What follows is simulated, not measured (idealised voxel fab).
process module | voxel tone inversion
cross-section cut | 195 nm wide | cells 5 nm
A cross-section is a grid of square cells, given in bands from the top down. A band is one or more rows of cells.
Each band's line starts with the height of the band's top and of its bottom, in nm. Then come its materials from left to right, each with its width in nm. One material with "throughout" fills the band from edge to edge. "air" is empty space.
Height 0 is the level under which the wafer as received is all one material. The lowest band goes on downwards, as in "0 down".
A width such as "30 to 40" changes by the same amount from each row of cells to the next, from the band's top row to its bottom row.
"no change" after a step means that no cell of the cross-section changed.
closed voids: empty space of 8 cells or more with no open way to the top, each as width x height at its distance from the left edge, in nm
after a step's settings: what the simulator itself notes on the step
overlay nm, on a step with a mask: how far to the right of its planned place the mask lay; to the left if negative
plan
1 op RECEIVE | material Si
2 op CONFORMAL_DEP | material SiCN | thk nm 10
3 op DIRECTIONAL_DEP | material aC | thk nm 20
4 op PATTERN | tone cover | mask id POSTS | material resist | width nm 15 | pitch nm 45 | thk nm 25 | overlay nm 0
5 op DIRECTIONAL_ETCH | etch materials aC | depth nm 20
6 op STRIP | etch materials resist
7 op FILL_DEP | material lowk | thk nm 5
8 op CMP | height nm 30
9 op STRIP | etch materials aC
10 op CONFORMAL_DEP | material TiN | thk nm 5
11 op FILL_DEP | material Cu | thk nm 5
12 op CMP | height nm 30
13 op CONFORMAL_DEP | material SiCN | thk nm 5
first wafer, as planned
as received, after step 1
  0 down: Si throughout
  closed voids: none
after step 2
  10 to 0: SiCN throughout
  below 0: unchanged
after step 3
  30 to 10: aC throughout
  below 10: unchanged
after step 4
  55 to 30: air 45 | resist 15 | air 30 | resist 15 | air 30 | resist 15 | air 45
  below 30: unchanged
after step 5
  35 to 30: air 45 | resist 15 | air 30 | resist 15 | air 30 | resist 15 | air 45
  30 to 10: air 45 | aC 15 | air 30 | aC 15 | air 30 | aC 15 | air 45
  below 10: unchanged
after step 6
  30 to 10: air 45 | aC 15 | air 30 | aC 15 | air 30 | aC 15 | air 45
  below 10: unchanged
after step 7
  35 to 30: lowk throughout
  30 to 10: lowk 45 | aC 15 | lowk 30 | aC 15 | lowk 30 | aC 15 | lowk 45
  below 10: unchanged
after step 8
  30 to 10: lowk 45 | aC 15 | lowk 30 | aC 15 | lowk 30 | aC 15 | lowk 45
  below 10: unchanged
after step 9
  30 to 10: lowk 45 | air 15 | lowk 30 | air 15 | lowk 30 | air 15 | lowk 45
  below 10: unchanged
after step 10
  35 to 30: TiN 50 | air 5 | TiN 40 | air 5 | TiN 40 | air 5 | TiN 50
  30 to 15: lowk 45 | TiN 5 | air 5 | TiN 5 | lowk 30 | TiN 5 | air 5 | TiN 5 | lowk 30 | TiN 5 | air 5 | TiN 5 | lowk 45
  15 to 10: lowk 45 | TiN 15 | lowk 30 | TiN 15 | lowk 30 | TiN 15 | lowk 45
  below 10: unchanged
after step 11
  40 to 35: Cu throughout
  35 to 30: TiN 50 | Cu 5 | TiN 40 | Cu 5 | TiN 40 | Cu 5 | TiN 50
  30 to 15: lowk 45 | TiN 5 | Cu 5 | TiN 5 | lowk 30 | TiN 5 | Cu 5 | TiN 5 | lowk 30 | TiN 5 | Cu 5 | TiN 5 | lowk 45
  below 15: unchanged
after step 12
  30 to 15: lowk 45 | TiN 5 | Cu 5 | TiN 5 | lowk 30 | TiN 5 | Cu 5 | TiN 5 | lowk 30 | TiN 5 | Cu 5 | TiN 5 | lowk 45
  below 15: unchanged
after step 13
  35 to 30: SiCN throughout
  below 30: unchanged
second wafer: like start, like plan, one mistake. Through step 3 it matches the first wafer
when step 4 should have ended
  55 to 30: air 55 | resist 15 | air 30 | resist 15 | air 30 | resist 15 | air 35
  below 30: unchanged
when step 5 should have ended
  35 to 30: air 55 | resist 15 | air 30 | resist 15 | air 30 | resist 15 | air 35
  30 to 10: air 55 | aC 15 | air 30 | aC 15 | air 30 | aC 15 | air 35
  below 10: unchanged
when step 6 should have ended
  30 to 10: air 55 | aC 15 | air 30 | aC 15 | air 30 | aC 15 | air 35
  below 10: unchanged
when step 7 should have ended
  35 to 30: lowk throughout
  30 to 10: lowk 55 | aC 15 | lowk 30 | aC 15 | lowk 30 | aC 15 | lowk 35
  below 10: unchanged
when step 8 should have ended
  30 to 10: lowk 55 | aC 15 | lowk 30 | aC 15 | lowk 30 | aC 15 | lowk 35
  below 10: unchanged
when step 9 should have ended
  30 to 10: lowk 55 | air 15 | lowk 30 | air 15 | lowk 30 | air 15 | lowk 35
  below 10: unchanged
when step 10 should have ended
  35 to 30: TiN 60 | air 5 | TiN 40 | air 5 | TiN 40 | air 5 | TiN 40
  30 to 15: lowk 55 | TiN 5 | air 5 | TiN 5 | lowk 30 | TiN 5 | air 5 | TiN 5 | lowk 30 | TiN 5 | air 5 | TiN 5 | lowk 35
  15 to 10: lowk 55 | TiN 15 | lowk 30 | TiN 15 | lowk 30 | TiN 15 | lowk 35
  below 10: unchanged
when step 11 should have ended
  40 to 35: Cu throughout
  35 to 30: TiN 60 | Cu 5 | TiN 40 | Cu 5 | TiN 40 | Cu 5 | TiN 40
  30 to 15: lowk 55 | TiN 5 | Cu 5 | TiN 5 | lowk 30 | TiN 5 | Cu 5 | TiN 5 | lowk 30 | TiN 5 | Cu 5 | TiN 5 | lowk 35
  below 15: unchanged
when step 12 should have ended
  30 to 15: lowk 55 | TiN 5 | Cu 5 | TiN 5 | lowk 30 | TiN 5 | Cu 5 | TiN 5 | lowk 30 | TiN 5 | Cu 5 | TiN 5 | lowk 35
  below 15: unchanged
when step 13 should have ended
  35 to 30: SiCN throughout
  below 30: unchanged
what went wrong: step 4 ran as: op PATTERN | tone cover | mask id POSTS | material resist | width nm 15 | pitch nm 45 | thk nm 25 | overlay nm 10
at the end the second wafer has, in cells: as many of each material as the first, in other places
